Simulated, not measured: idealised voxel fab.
process module | voxel spacer lines
cross-section cut | 270 nm wide | cells 5 nm
A cross-section is a grid of square cells, given in bands from the top down. A band is one or more rows of cells.
Each band's line starts with the height of the band's top and of its bottom, in nm. Then come its materials from left to right, each with its width in nm. One material with "throughout" fills the band from edge to edge. "air" is empty space.
Height 0 is the level under which the wafer as received is all one material. The lowest band goes on downwards, as in "0 down".
A width such as "30 to 40" changes by the same amount from each row of cells to the next, from the band's top row to its bottom row.
"no change" after a step means that no cell of the cross-section changed.
closed voids: empty space of 8 cells or more with no open way to the top, each as width x height at its distance from the left edge, in nm
after a step's settings: what the simulator itself notes on the step
overlay nm, on a step with a mask: how far to the right of its planned place the mask lay; to the left if negative
plan
1 op RECEIVE | material Si
2 op CONFORMAL_DEP | material SiO2 | thk nm 5
3 op DIRECTIONAL_DEP | material TiN | thk nm 10
4 op DIRECTIONAL_DEP | material aC | thk nm 30
5 op PATTERN | tone cover | mask id MANDREL | material resist | width nm 15 | pitch nm 60 | thk nm 40 | overlay nm 0
6 op DIRECTIONAL_ETCH | etch materials aC | depth nm 30
7 op STRIP | etch materials resist
8 op CONFORMAL_DEP | material SiN | thk nm 15
9 op DIRECTIONAL_ETCH | etch materials SiN | depth nm 15
10 op STRIP | etch materials aC
11 op DIRECTIONAL_ETCH | etch materials TiN | depth nm 10
12 op STRIP | etch materials SiN
13 op FILL_DEP | material SiO2 | thk nm 10
14 op CMP | height nm 15
as received, after step 1
  0 down: Si throughout
  closed voids: none
a wafer at the end: this start, this plan, one mistake
  5 to 0: SiO2 throughout
  0 down: Si throughout
  closed voids: none
what went wrong: step 14 ran as: op CMP | height nm 5
